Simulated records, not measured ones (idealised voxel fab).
Proc. module: voxel gate over fins
For reference, the cross-section in this document is cut, with width 275 nm and square cells of 5 nm.
This document writes a cross-section as a grid whose cells are square, and gives it as bands, listed from the top down; one or more rows of cells form a band. Top height, bottom height, nm. Materials left to right, width each, nm. Single material + "full width" = fills band edge to edge. "empty" = empty. Convention: height 0 is the level below which the wafer, as received, is all one material. The lowest band does not terminate at the bottom but continues downward, represented as "from 0 down". Read "30..40" as a graded width: first number on top, second number at the bottom, same change between each pair of neighbouring rows. Step note "no change" = no cross-section cell changed. Heads up: "Sealed internal cavities" only lists the empty pockets with no open path to the top that are 8 cells or more, and it writes them as width x height at distance, distance from the left edge, in nm. What comes after the settings on a step's line is commentary from the simulator itself on that step. overlay nm, on a step with a mask: how far to the right of its planned place the mask lay; to the left if negative.
# These are the steps we planned for the process
1) RECEIVE, material Si
2) CONFORMAL_DEP, material SiN, thk nm 10
3) MASKED_ETCH, tone cover, mask id FINS, width nm 15, pitch nm 40, etch materials SiN, depth nm 10, overlay nm 0
4) MASKED_ETCH, tone cover, mask id FINS, width nm 15, pitch nm 40, etch materials Si, depth nm 30, overlay nm -15
5) OXIDIZE, depth nm 5
6) FILL_DEP, material SiO2, thk nm 10
7) CMP, height nm 10
8) SELECTIVE_ETCH, etch materials SiO2, depth nm 25
9) STRIP, etch materials SiN
10) CONFORMAL_DEP, material HfO2, thk nm 5
11) CONFORMAL_DEP, material TiN, thk nm 5
12) FILL_DEP, material W, thk nm 10
13) CMP, height nm 15
14) CONFORMAL_DEP, material SiCN, thk nm 10
Split variable: overlay nm, step 4. Plan value = first wafer. Wafers start alike.
# Cross-section, first of several wafers, as delivered after step 1
  from 0 down: Si full width
  Sealed internal cavities: none
# each wafer at the end: cells of each material gained (+) or lost (-) since it was received, then its closed voids
overlay nm -15, +67 HfO2, -335 Si, +110 SiCN, +188 SiO2, +67 TiN, +178 W, Sealed internal cavities: none
overlay nm -10, +67 HfO2, -347 Si, +110 SiCN, +196 SiO2, +67 TiN, +182 W, Sealed internal cavities: none
overlay nm -5, +67 HfO2, -359 Si, +110 SiCN, +204 SiO2, +67 TiN, +186 W, Sealed internal cavities: none
overlay nm 0, +67 HfO2, -371 Si, +110 SiCN, +212 SiO2, +67 TiN, +190 W, Sealed internal cavities: none
overlay nm 5, +67 HfO2, -359 Si, +110 SiCN, +204 SiO2, +67 TiN, +186 W, Sealed internal cavities: none
overlay nm 10, +67 HfO2, -347 Si, +110 SiCN, +196 SiO2, +67 TiN, +182 W, Sealed internal cavities: none
overlay nm 15, +67 HfO2, -335 Si, +110 SiCN, +188 SiO2, +67 TiN, +178 W, Sealed internal cavities: none
